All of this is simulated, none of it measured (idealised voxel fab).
Herein follows the process module entitled voxel lift off.
Square cells of 5 nm make up the cross-section cut, whose width is 245 nm.
Bands, listed from the top down, are how a cross-section gets written in this document; the cross-section itself is a grid of square cells, and a band is one or more rows of them. Band: top and bottom heights (nm) first, top before bottom; then materials from left to right, widths in nm. "throughout" marks a sole material filling the band edge to edge. "empty" denotes empty space. Height is counted from the level 0, under which the received wafer is composed throughout of one material. The lowest of the bands is not closed at the bottom but continues downward, in the notation "top 0, no bottom". You'd read "30 to 40" like this: the band's top row of cells is as wide as the first number, its bottom row is as wide as the second, and going down, every row changes width by the same amount as the row before did. No cell of the cross-section changed in a step that is given as "nothing altered". This entry, "Closed voids list", enumerates those empty regions of no fewer than 8 cells that possess no open connection to the top. Each region is reported in the form width x height at distance, the distance being taken from the left edge, with all three quantities expressed in nm. If you see something after the settings on a step's line, that's the simulator's own remark about that step. overlay nm: where the mask lay relative to plan, measured to the right, on steps with a mask; negatives go left.
Planned process steps
1: RECEIVE: material Si
2: CONFORMAL_DEP: material Al2O3, thk nm 5
3: PATTERN: tone open, mask id LINES, material resist, width nm 15, pitch nm 45, thk nm 20, overlay nm 0
4: DIRECTIONAL_DEP: material Ru, thk nm 5
5: STRIP: etch materials resist
6: CONFORMAL_DEP: material SiO2, thk nm 10
Quick note for whoever runs this: the wafers start identical, but the width nm at step 3 isn't the same across them. The plan just shows what the first wafer had.
First wafer of several, as received: cross-section after step 1
top 0, no bottom | Si throughout
Closed voids list: none
So in this table every wafer gets its own row, and what you see is where it stands at the end of the module: for each material, how many cells it picked up (+) or gave up (-) since we received it, and after that its closed voids
width nm 15 | +49 Al2O3 | +12 Ru | +114 SiO2 | Closed voids list: none
width nm 20 | +49 Al2O3 | +16 Ru | +114 SiO2 | Closed voids list: none
width nm 25 | +49 Al2O3 | +20 Ru | +114 SiO2 | Closed voids list: none
width nm 30 | +49 Al2O3 | +24 Ru | +111 SiO2 | Closed voids list: none
